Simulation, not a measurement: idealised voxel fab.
You're looking at the process module voxel self aligned vias.
This is section cut - it's 245 nm across, gridded in 5 nm square cells.
Cross-section, as written here: a square-cell grid given band by band from the top down, where a band holds one or more rows of cells.
Top, bottom (nm), then materials left to right with widths (nm); lone material tagged "full width" fills the whole band edge to edge; "empty" = empty space.
For the purposes of this specification, 0 denotes the height below which the wafer in its as-received condition is composed wholly of one material, and the lowermost band, lacking a lower limit, extends downward without end, as expressed in "0 nm and below".
Width spec "30->40" -> top row of cells at first value, bottom row at second value, equal per-row change in between.
For the purposes of this document, the phrase "left unchanged" attached to a step denotes that no cell within the cross-section was modified by that step.
Under "Voids, fully enclosed" you'll find the enclosed gaps, the ones with no way out to the top, that are 8 cells or bigger; each reads width x height at distance, with distance counted from the left edge, everything in nm.
Note: text after step settings on the step line = simulator remark on that step.
The setting "overlay nm" may be written on the line of a step. When the step uses a mask, the value reports how far to the right of the planned place the mask lay, and a negative value reports that it lay to the left.
# The process steps that were planned are listed below
1: RECEIVE with material Si
2: CONFORMAL_DEP with material SiO2, thk nm 10
3: CONFORMAL_DEP with material SiCN, thk nm 5
4: DIRECTIONAL_DEP with material lowk, thk nm 25
5: DIRECTIONAL_DEP with material aC, thk nm 15
6: PATTERN with tone open, mask id LINES, material resist, width nm 25, pitch nm 60, thk nm 35, overlay nm 0
7: DIRECTIONAL_ETCH with etch materials aC, depth nm 15
8: STRIP with etch materials resist
9: DIRECTIONAL_ETCH with etch materials lowk, depth nm 25
10: STRIP with etch materials aC
11: CONFORMAL_DEP with material TiN, thk nm 5
12: FILL_DEP with material W, thk nm 5
13: CMP with height nm 40
14: SELECTIVE_ETCH with etch materials W Ru TiN, depth nm 5
15: FILL_DEP with material SiN, thk nm 10
16: CMP with height nm 40
17: DIRECTIONAL_DEP with material lowk, thk nm 20
18: DIRECTIONAL_DEP with material aC, thk nm 10
19: PATTERN with tone open, mask id VIAS, material resist, width nm 35, pitch nm 60, thk nm 25, overlay nm 0
20: DIRECTIONAL_ETCH with etch materials aC, depth nm 10
21: STRIP with etch materials resist
22: DIRECTIONAL_ETCH with etch materials lowk, depth nm 20
23: DIRECTIONAL_ETCH with etch materials SiN, depth nm 5
24: STRIP with etch materials aC
25: CONFORMAL_DEP with material TiN, thk nm 5
26: FILL_DEP with material Ru, thk nm 10
27: CMP with height nm 60
28: CONFORMAL_DEP with material SiN, thk nm 5
# First wafer out of two, processed as planned
# Cross-section, incoming material, after step 1
> 0 nm and below | Si full width
> Voids, fully enclosed: none
# The wafer, seen in cross-section, after step 2
> 10 nm to 0 nm | SiO2 full width
> Heights below 0 show no change.
# The wafer, seen in cross-section, after step 3
> 15 nm to 10 nm | SiCN full width
> Heights below 10 show no change.
# The wafer, seen in cross-section, after step 4
> 40 nm to 15 nm | lowk full width
> Heights below 15 show no change.
# The wafer, seen in cross-section, after step 5
> 55 nm to 40 nm | aC full width
> Heights below 40 show no change.
# The wafer, seen in cross-section, after step 6
> 90 nm to 55 nm | 80 nm resist / 25 nm empty / 35 nm resist / 25 nm empty / 80 nm resist
> Heights below 55 show no change.
# The wafer, seen in cross-section, after step 7
> 75 nm to 55 nm | 80 nm resist / 25 nm empty / 35 nm resist / 25 nm empty / 80 nm resist
> 55 nm to 40 nm | 80 nm aC / 25 nm empty / 35 nm aC / 25 nm empty / 80 nm aC
> Heights below 40 show no change.
# The wafer, seen in cross-section, after step 8
> 55 nm to 40 nm | 80 nm aC / 25 nm empty / 35 nm aC / 25 nm empty / 80 nm aC
> Heights below 40 show no change.
# The wafer, seen in cross-section, after step 9
> 55 nm to 40 nm | 80 nm aC / 25 nm empty / 35 nm aC / 25 nm empty / 80 nm aC
> 40 nm to 15 nm | 80 nm lowk / 25 nm empty / 35 nm lowk / 25 nm empty / 80 nm lowk
> Heights below 15 show no change.
# The wafer, seen in cross-section, after step 10
> 40 nm to 15 nm | 80 nm lowk / 25 nm empty / 35 nm lowk / 25 nm empty / 80 nm lowk
> Heights below 15 show no change.
# The wafer, seen in cross-section, after step 11
> 45 nm to 40 nm | 85 nm TiN / 15 nm empty / 45 nm TiN / 15 nm empty / 85 nm TiN
> 40 nm to 20 nm | 80 nm lowk / 5 nm TiN / 15 nm empty / 5 nm TiN / 35 nm lowk / 5 nm TiN / 15 nm empty / 5 nm TiN / 80 nm lowk
> 20 nm to 15 nm | 80 nm lowk / 25 nm TiN / 35 nm lowk / 25 nm TiN / 80 nm lowk
> Heights below 15 show no change.
# The wafer, seen in cross-section, after step 12
> 50 nm to 45 nm | W full width
> 45 nm to 40 nm | 85 nm TiN / 15 nm W / 45 nm TiN / 15 nm W / 85 nm TiN
> 40 nm to 20 nm | 80 nm lowk / 5 nm TiN / 15 nm W / 5 nm TiN / 35 nm lowk / 5 nm TiN / 15 nm W / 5 nm TiN / 80 nm lowk
> Heights below 20 show no change.
# The wafer, seen in cross-section, after step 13
> 40 nm to 20 nm | 80 nm lowk / 5 nm TiN / 15 nm W / 5 nm TiN / 35 nm lowk / 5 nm TiN / 15 nm W / 5 nm TiN / 80 nm lowk
> Heights below 20 show no change.
# The wafer, seen in cross-section, after step 14
> 40 nm to 35 nm | 80 nm lowk / 25 nm empty / 35 nm lowk / 25 nm empty / 80 nm lowk
> Heights below 35 show no change.
# The wafer, seen in cross-section, after step 15
> 50 nm to 40 nm | SiN full width
> 40 nm to 35 nm | 80 nm lowk / 25 nm SiN / 35 nm lowk / 25 nm SiN / 80 nm lowk
> Heights below 35 show no change.
# The wafer, seen in cross-section, after step 16
> 40 nm to 35 nm | 80 nm lowk / 25 nm SiN / 35 nm lowk / 25 nm SiN / 80 nm lowk
> Heights below 35 show no change.
# The wafer, seen in cross-section, after step 17
> 60 nm to 40 nm | lowk full width
> Heights below 40 show no change.
# The wafer, seen in cross-section, after step 18
> 70 nm to 60 nm | aC full width
> Heights below 60 show no change.
# The wafer, seen in cross-section, after step 19
> 95 nm to 70 nm | 75 nm resist / 35 nm empty / 25 nm resist / 35 nm empty / 75 nm resist
> Heights below 70 show no change.
# The wafer, seen in cross-section, after step 20
> 85 nm to 70 nm | 75 nm resist / 35 nm empty / 25 nm resist / 35 nm empty / 75 nm resist
> 70 nm to 60 nm | 75 nm aC / 35 nm empty / 25 nm aC / 35 nm empty / 75 nm aC
> Heights below 60 show no change.
# The wafer, seen in cross-section, after step 21
> 70 nm to 60 nm | 75 nm aC / 35 nm empty / 25 nm aC / 35 nm empty / 75 nm aC
> Heights below 60 show no change.
# The wafer, seen in cross-section, after step 22
> 70 nm to 60 nm | 75 nm aC / 35 nm empty / 25 nm aC / 35 nm empty / 75 nm aC
> 60 nm to 40 nm | 75 nm lowk / 35 nm empty / 25 nm lowk / 35 nm empty / 75 nm lowk
> Heights below 40 show no change.
# The wafer, seen in cross-section, after step 23
> 70 nm to 60 nm | 75 nm aC / 35 nm empty / 25 nm aC / 35 nm empty / 75 nm aC
> 60 nm to 40 nm | 75 nm lowk / 35 nm empty / 25 nm lowk / 35 nm empty / 75 nm lowk
> 40 nm to 35 nm | 80 nm lowk / 25 nm empty / 35 nm lowk / 25 nm empty / 80 nm lowk
> Heights below 35 show no change.
# The wafer, seen in cross-section, after step 24
> 60 nm to 40 nm | 75 nm lowk / 35 nm empty / 25 nm lowk / 35 nm empty / 75 nm lowk
> Heights below 40 show no change.
# The wafer, seen in cross-section, after step 25
> 65 nm to 60 nm | 80 nm TiN / 25 nm empty / 35 nm TiN / 25 nm empty / 80 nm TiN
> 60 nm to 45 nm | 75 nm lowk / 5 nm TiN / 25 nm empty / 5 nm TiN / 25 nm lowk / 5 nm TiN / 25 nm empty / 5 nm TiN / 75 nm lowk
> 45 nm to 40 nm | 75 nm lowk / 10 nm TiN / 15 nm empty / 10 nm TiN / 25 nm lowk / 10 nm TiN / 15 nm empty / 10 nm TiN / 75 nm lowk
> 40 nm to 35 nm | 80 nm lowk / 25 nm TiN / 35 nm lowk / 25 nm TiN / 80 nm lowk
> Heights below 35 show no change.
# The wafer, seen in cross-section, after step 26
> 75 nm to 65 nm | Ru full width
> 65 nm to 60 nm | 80 nm TiN / 25 nm Ru / 35 nm TiN / 25 nm Ru / 80 nm TiN
> 60 nm to 45 nm | 75 nm lowk / 5 nm TiN / 25 nm Ru / 5 nm TiN / 25 nm lowk / 5 nm TiN / 25 nm Ru / 5 nm TiN / 75 nm lowk
> 45 nm to 40 nm | 75 nm lowk / 10 nm TiN / 15 nm Ru / 10 nm TiN / 25 nm lowk / 10 nm TiN / 15 nm Ru / 10 nm TiN / 75 nm lowk
> Heights below 40 show no change.
# The wafer, seen in cross-section, after step 27
> 60 nm to 45 nm | 75 nm lowk / 5 nm TiN / 25 nm Ru / 5 nm TiN / 25 nm lowk / 5 nm TiN / 25 nm Ru / 5 nm TiN / 75 nm lowk
> Heights below 45 show no change.
# The wafer, seen in cross-section, after step 28
> 65 nm to 60 nm | SiN full width
> Heights below 60 show no change.
# Okay, second wafer. Nothing different at the start, nothing different in the plan, just one mistake somewhere in the running. As far as step 1, counting that step, it's the first wafer all over again
Second wafer: cross-section at the scheduled end of step 2: left unchanged
# Second wafer: cross-section at the scheduled end of step 3
> 5 nm to 0 nm | SiCN full width
> Heights below 0 show no change.
# Second wafer: cross-section at the scheduled end of step 4
> 30 nm to 5 nm | lowk full width
> Heights below 5 show no change.
# Second wafer: cross-section at the scheduled end of step 5
> 45 nm to 30 nm | aC full width
> Heights below 30 show no change.
# Second wafer: cross-section at the scheduled end of step 6
> 80 nm to 45 nm | 80 nm resist / 25 nm empty / 35 nm resist / 25 nm empty / 80 nm resist
> Heights below 45 show no change.
# Second wafer: cross-section at the scheduled end of step 7
> 65 nm to 45 nm | 80 nm resist / 25 nm empty / 35 nm resist / 25 nm empty / 80 nm resist
> 45 nm to 30 nm | 80 nm aC / 25 nm empty / 35 nm aC / 25 nm empty / 80 nm aC
> Heights below 30 show no change.
# Second wafer: cross-section at the scheduled end of step 8
> 45 nm to 30 nm | 80 nm aC / 25 nm empty / 35 nm aC / 25 nm empty / 80 nm aC
> Heights below 30 show no change.
# Second wafer: cross-section at the scheduled end of step 9
> 45 nm to 30 nm | 80 nm aC / 25 nm empty / 35 nm aC / 25 nm empty / 80 nm aC
> 30 nm to 5 nm | 80 nm lowk / 25 nm empty / 35 nm lowk / 25 nm empty / 80 nm lowk
> Heights below 5 show no change.
# Second wafer: cross-section at the scheduled end of step 10
> 30 nm to 5 nm | 80 nm lowk / 25 nm empty / 35 nm lowk / 25 nm empty / 80 nm lowk
> Heights below 5 show no change.
# Second wafer: cross-section at the scheduled end of step 11
> 35 nm to 30 nm | 85 nm TiN / 15 nm empty / 45 nm TiN / 15 nm empty / 85 nm TiN
> 30 nm to 10 nm | 80 nm lowk / 5 nm TiN / 15 nm empty / 5 nm TiN / 35 nm lowk / 5 nm TiN / 15 nm empty / 5 nm TiN / 80 nm lowk
> 10 nm to 5 nm | 80 nm lowk / 25 nm TiN / 35 nm lowk / 25 nm TiN / 80 nm lowk
> Heights below 5 show no change.
# Second wafer: cross-section at the scheduled end of step 12
> 40 nm to 35 nm | W full width
> 35 nm to 30 nm | 85 nm TiN / 15 nm W / 45 nm TiN / 15 nm W / 85 nm TiN
> 30 nm to 10 nm | 80 nm lowk / 5 nm TiN / 15 nm W / 5 nm TiN / 35 nm lowk / 5 nm TiN / 15 nm W / 5 nm TiN / 80 nm lowk
> Heights below 10 show no change.
Second wafer: cross-section at the scheduled end of step 13: left unchanged
# Second wafer: cross-section at the scheduled end of step 14
> 35 nm to 30 nm | 85 nm TiN / 15 nm W / 45 nm TiN / 15 nm W / 85 nm TiN
> Heights below 30 show no change.
# Second wafer: cross-section at the scheduled end of step 15
> 45 nm to 35 nm | SiN full width
> Heights below 35 show no change.
# Second wafer: cross-section at the scheduled end of step 16
> 40 nm to 35 nm | SiN full width
> Heights below 35 show no change.
# Second wafer: cross-section at the scheduled end of step 17
> 60 nm to 40 nm | lowk full width
> Heights below 40 show no change.
# Second wafer: cross-section at the scheduled end of step 18
> 70 nm to 60 nm | aC full width
> Heights below 60 show no change.
# Second wafer: cross-section at the scheduled end of step 19
> 95 nm to 70 nm | 75 nm resist / 35 nm empty / 25 nm resist / 35 nm empty / 75 nm resist
> Heights below 70 show no change.
# Second wafer: cross-section at the scheduled end of step 20
> 85 nm to 70 nm | 75 nm resist / 35 nm empty / 25 nm resist / 35 nm empty / 75 nm resist
> 70 nm to 60 nm | 75 nm aC / 35 nm empty / 25 nm aC / 35 nm empty / 75 nm aC
> Heights below 60 show no change.
# Second wafer: cross-section at the scheduled end of step 21
> 70 nm to 60 nm | 75 nm aC / 35 nm empty / 25 nm aC / 35 nm empty / 75 nm aC
> Heights below 60 show no change.
# Second wafer: cross-section at the scheduled end of step 22
> 70 nm to 60 nm | 75 nm aC / 35 nm empty / 25 nm aC / 35 nm empty / 75 nm aC
> 60 nm to 40 nm | 75 nm lowk / 35 nm empty / 25 nm lowk / 35 nm empty / 75 nm lowk
> Heights below 40 show no change.
# Second wafer: cross-section at the scheduled end of step 23
> 70 nm to 60 nm | 75 nm aC / 35 nm empty / 25 nm aC / 35 nm empty / 75 nm aC
> 60 nm to 40 nm | 75 nm lowk / 35 nm empty / 25 nm lowk / 35 nm empty / 75 nm lowk
> 40 nm to 35 nm | 75 nm SiN / 35 nm empty / 25 nm SiN / 35 nm empty / 75 nm SiN
> Heights below 35 show no change.
# Second wafer: cross-section at the scheduled end of step 24
> 60 nm to 40 nm | 75 nm lowk / 35 nm empty / 25 nm lowk / 35 nm empty / 75 nm lowk
> Heights below 40 show no change.
# Second wafer: cross-section at the scheduled end of step 25
> 65 nm to 60 nm | 80 nm TiN / 25 nm empty / 35 nm TiN / 25 nm empty / 80 nm TiN
> 60 nm to 40 nm | 75 nm lowk / 5 nm TiN / 25 nm empty / 5 nm TiN / 25 nm lowk / 5 nm TiN / 25 nm empty / 5 nm TiN / 75 nm lowk
> 40 nm to 35 nm | 75 nm SiN / 35 nm TiN / 25 nm SiN / 35 nm TiN / 75 nm SiN
> Heights below 35 show no change.
# Second wafer: cross-section at the scheduled end of step 26
> 75 nm to 65 nm | Ru full width
> 65 nm to 60 nm | 80 nm TiN / 25 nm Ru / 35 nm TiN / 25 nm Ru / 80 nm TiN
> 60 nm to 40 nm | 75 nm lowk / 5 nm TiN / 25 nm Ru / 5 nm TiN / 25 nm lowk / 5 nm TiN / 25 nm Ru / 5 nm TiN / 75 nm lowk
> Heights below 40 show no change.
# Second wafer: cross-section at the scheduled end of step 27
> 60 nm to 40 nm | 75 nm lowk / 5 nm TiN / 25 nm Ru / 5 nm TiN / 25 nm lowk / 5 nm TiN / 25 nm Ru / 5 nm TiN / 75 nm lowk
> Heights below 40 show no change.
# Second wafer: cross-section at the scheduled end of step 28
> 65 nm to 60 nm | SiN full width
> Heights below 60 show no change.
What broke from the plan during processing? step 2 of the plan got skipped, so it never ran
Wrapping up, a cell-based count of both wafers puts the second over or under the first for these materials: +4 Ru; +35 SiN; -98 SiO2; +47 TiN; +12 W
